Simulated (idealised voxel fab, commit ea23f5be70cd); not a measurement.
Module name: voxel gate over fins (process module)
Section shown: cut. Width: 240 nm. Cell size: 5 nm, square.
Throughout this document, each cross-section is represented as a grid of square cells and is presented as a sequence of bands enumerated from the top downward, where a band comprises one or more rows of cells.
For a band, the entry starts with two heights in nm, that of the top and then that of the bottom, and carries on with the band's materials in order from left to right, each alongside its width in nm; the word "all across" beside a single material means it fills the band edge to edge, and "air" means empty space.
Below 0: as-received wafer, all one material; heights counted from there. Lowest band: no bottom, goes on down, written "0 down".
Think of "30 to 40" as a width that walks from the first number to the second as you go down the band, top row to bottom row, taking equal-sized steps from row to row.
Reading "no change occurred" for a step: not a cell of the cross-section changed in it.
You'll see "Closed void register" listing empty spaces that have no way open to the top, as long as they're 8 cells or more; the notation is width x height at distance, where the distance is from the left edge, and all of it is in nm.
Anything after a step's settings on that line? It's the simulator's own note about the step.
When a step includes a mask, the "overlay nm" setting on its line states how far to the right of its planned place that mask lay, and negative values state how far to the left.

-- Process steps - plan
1: RECEIVE,material Si
2: CONFORMAL_DEP,material SiN,thk nm 5
3: MASKED_ETCH,tone cover,mask id FINS,width nm 15,pitch nm 40,etch materials SiN,depth nm 5,overlay nm 0
4: MASKED_ETCH,tone cover,mask id FINS,width nm 15,pitch nm 40,etch materials Si,depth nm 40,overlay nm 0
5: OXIDIZE,depth nm 5
6: FILL_DEP,material SiO2,thk nm 15
7: CMP,height nm 5
8: SELECTIVE_ETCH,etch materials SiO2,depth nm 15
9: STRIP,etch materials SiN
10: CONFORMAL_DEP,material HfO2,thk nm 5
11: CONFORMAL_DEP,material TiN,thk nm 5
12: FILL_DEP,material W,thk nm 10
13: CMP,height nm 15
14: CONFORMAL_DEP,material SiCN,thk nm 5

-- So, the first of our two wafers, run just as we planned it

-- Shown in cross-section is the wafer as received, that is, as it stands after step 1
> 0 down: Si all across
> Closed void register: none

-- Wafer section view after processing step 2
> 5 to 0: SiN all across
> Below a height of 0, the structure has not been altered.

-- Wafer section view after processing step 3
> 5 to 0: air: 50, SiN: 15, air: 25, SiN: 15, air: 25, SiN: 15, air: 25, SiN: 15, air: 55
> Below a height of 0, the structure has not been altered.

-- Wafer section view after processing step 4
> 5 to 0: air: 50, SiN: 15, air: 25, SiN: 15, air: 25, SiN: 15, air: 25, SiN: 15, air: 55
> 0 to -40: air: 50, Si: 15, air: 25, Si: 15, air: 25, Si: 15, air: 25, Si: 15, air: 55
> Below a height of -40, the structure has not been altered.

-- Wafer section view after processing step 5
> 5 to 0: air: 50, SiN: 15, air: 25, SiN: 15, air: 25, SiN: 15, air: 25, SiN: 15, air: 55
> 0 to -40: air: 50, SiO2: 5, Si: 5, SiO2: 5, air: 25, SiO2: 5, Si: 5, SiO2: 5, air: 25, SiO2: 5, Si: 5, SiO2: 5, air: 25, SiO2: 5, Si: 5, SiO2: 5, air: 55
> -40 to -45: SiO2: 55, Si: 5, SiO2: 35, Si: 5, SiO2: 35, Si: 5, SiO2: 35, Si: 5, SiO2: 60
> Below a height of -45, the structure has not been altered.

-- Wafer section view after processing step 6
> 20 to 5: SiO2 all across
> 5 to 0: SiO2: 50, SiN: 15, SiO2: 25, SiN: 15, SiO2: 25, SiN: 15, SiO2: 25, SiN: 15, SiO2: 55
> 0 to -45: SiO2: 55, Si: 5, SiO2: 35, Si: 5, SiO2: 35, Si: 5, SiO2: 35, Si: 5, SiO2: 60
> Below a height of -45, the structure has not been altered.

-- Wafer section view after processing step 7
> 5 to 0: SiO2: 50, SiN: 15, SiO2: 25, SiN: 15, SiO2: 25, SiN: 15, SiO2: 25, SiN: 15, SiO2: 55
> Below a height of 0, the structure has not been altered.

-- Wafer section view after processing step 8
> 5 to 0: air: 50, SiN: 15, air: 25, SiN: 15, air: 25, SiN: 15, air: 25, SiN: 15, air: 55
> 0 to -10: air: 55, Si: 5, air: 35, Si: 5, air: 35, Si: 5, air: 35, Si: 5, air: 60
> Below a height of -10, the structure has not been altered.

-- Wafer section view after processing step 9
> 0 to -10: air: 55, Si: 5, air: 35, Si: 5, air: 35, Si: 5, air: 35, Si: 5, air: 60
> Below a height of -10, the structure has not been altered.

-- Wafer section view after processing step 10
> 5 to 0: air: 50, HfO2: 15, air: 25, HfO2: 15, air: 25, HfO2: 15, air: 25, HfO2: 15, air: 55
> 0 to -5: air: 50, HfO2: 5, Si: 5, HfO2: 5, air: 25, HfO2: 5, Si: 5, HfO2: 5, air: 25, HfO2: 5, Si: 5, HfO2: 5, air: 25, HfO2: 5, Si: 5, HfO2: 5, air: 55
> -5 to -10: HfO2: 55, Si: 5, HfO2: 35, Si: 5, HfO2: 35, Si: 5, HfO2: 35, Si: 5, HfO2: 60
> Below a height of -10, the structure has not been altered.

-- Wafer section view after processing step 11
> 10 to 5: air: 45, TiN: 25, air: 15, TiN: 25, air: 15, TiN: 25, air: 15, TiN: 25, air: 50
> 5 to 0: air: 45, TiN: 5, HfO2: 15, TiN: 5, air: 15, TiN: 5, HfO2: 15, TiN: 5, air: 15, TiN: 5, HfO2: 15, TiN: 5, air: 15, TiN: 5, HfO2: 15, TiN: 5, air: 50
> 0 to -5: TiN: 50, HfO2: 5, Si: 5, HfO2: 5, TiN: 25, HfO2: 5, Si: 5, HfO2: 5, TiN: 25, HfO2: 5, Si: 5, HfO2: 5, TiN: 25, HfO2: 5, Si: 5, HfO2: 5, TiN: 55
> Below a height of -5, the structure has not been altered.

-- Wafer section view after processing step 12
> 20 to 10: W all across
> 10 to 5: W: 45, TiN: 25, W: 15, TiN: 25, W: 15, TiN: 25, W: 15, TiN: 25, W: 50
> 5 to 0: W: 45, TiN: 5, HfO2: 15, TiN: 5, W: 15, TiN: 5, HfO2: 15, TiN: 5, W: 15, TiN: 5, HfO2: 15, TiN: 5, W: 15, TiN: 5, HfO2: 15, TiN: 5, W: 50
> Below a height of 0, the structure has not been altered.

-- Wafer section view after processing step 13
> 15 to 10: W all across
> Below a height of 10, the structure has not been altered.

-- Wafer section view after processing step 14
> 20 to 15: SiCN all across
> Below a height of 15, the structure has not been altered.

-- Wafer two. Identical start, identical plan. One mistake in execution. Identical history through step 7

-- Second wafer, cut view, end of step 8 per plan
> 5 to 0: air: 50, SiN: 15, air: 25, SiN: 15, air: 25, SiN: 15, air: 25, SiN: 15, air: 55
> 0 to -25: air: 55, Si: 5, air: 35, Si: 5, air: 35, Si: 5, air: 35, Si: 5, air: 60
> Below a height of -25, the structure has not been altered.

-- Second wafer, cut view, end of step 9 per plan
> 0 to -25: air: 55, Si: 5, air: 35, Si: 5, air: 35, Si: 5, air: 35, Si: 5, air: 60
> Below a height of -25, the structure has not been altered.

-- Second wafer, cut view, end of step 10 per plan
> 5 to 0: air: 50, HfO2: 15, air: 25, HfO2: 15, air: 25, HfO2: 15, air: 25, HfO2: 15, air: 55
> 0 to -20: air: 50, HfO2: 5, Si: 5, HfO2: 5, air: 25, HfO2: 5, Si: 5, HfO2: 5, air: 25, HfO2: 5, Si: 5, HfO2: 5, air: 25, HfO2: 5, Si: 5, HfO2: 5, air: 55
> -20 to -25: HfO2: 55, Si: 5, HfO2: 35, Si: 5, HfO2: 35, Si: 5, HfO2: 35, Si: 5, HfO2: 60
> Below a height of -25, the structure has not been altered.

-- Second wafer, cut view, end of step 11 per plan
> 10 to 5: air: 45, TiN: 25, air: 15, TiN: 25, air: 15, TiN: 25, air: 15, TiN: 25, air: 50
> 5 to 0: air: 45, TiN: 5, HfO2: 15, TiN: 5, air: 15, TiN: 5, HfO2: 15, TiN: 5, air: 15, TiN: 5, HfO2: 15, TiN: 5, air: 15, TiN: 5, HfO2: 15, TiN: 5, air: 50
> 0 to -15: air: 45, TiN: 5, HfO2: 5, Si: 5, HfO2: 5, TiN: 5, air: 15, TiN: 5, HfO2: 5, Si: 5, HfO2: 5, TiN: 5, air: 15, TiN: 5, HfO2: 5, Si: 5, HfO2: 5, TiN: 5, air: 15, TiN: 5, HfO2: 5, Si: 5, HfO2: 5, TiN: 5, air: 50
> -15 to -20: TiN: 50, HfO2: 5, Si: 5, HfO2: 5, TiN: 25, HfO2: 5, Si: 5, HfO2: 5, TiN: 25, HfO2: 5, Si: 5, HfO2: 5, TiN: 25, HfO2: 5, Si: 5, HfO2: 5, TiN: 55
> Below a height of -20, the structure has not been altered.

-- Second wafer, cut view, end of step 12 per plan
> 20 to 10: W all across
> 10 to 5: W: 45, TiN: 25, W: 15, TiN: 25, W: 15, TiN: 25, W: 15, TiN: 25, W: 50
> 5 to 0: W: 45, TiN: 5, HfO2: 15, TiN: 5, W: 15, TiN: 5, HfO2: 15, TiN: 5, W: 15, TiN: 5, HfO2: 15, TiN: 5, W: 15, TiN: 5, HfO2: 15, TiN: 5, W: 50
> 0 to -15: W: 45, TiN: 5, HfO2: 5, Si: 5, HfO2: 5, TiN: 5, W: 15, TiN: 5, HfO2: 5, Si: 5, HfO2: 5, TiN: 5, W: 15, TiN: 5, HfO2: 5, Si: 5, HfO2: 5, TiN: 5, W: 15, TiN: 5, HfO2: 5, Si: 5, HfO2: 5, TiN: 5, W: 50
> Below a height of -15, the structure has not been altered.

-- Second wafer, cut view, end of step 13 per plan
> 15 to 10: W all across
> Below a height of 10, the structure has not been altered.

-- Second wafer, cut view, end of step 14 per plan
> 20 to 15: SiCN all across
> Below a height of 15, the structure has not been altered.
Finding, execution versus plan: the plan had its step 8 run twice
Heads up, by the end the second wafer has more or fewer cells of some materials compared to the first: HfO2 +24 | SiO2 -132 | TiN +24 | W +84
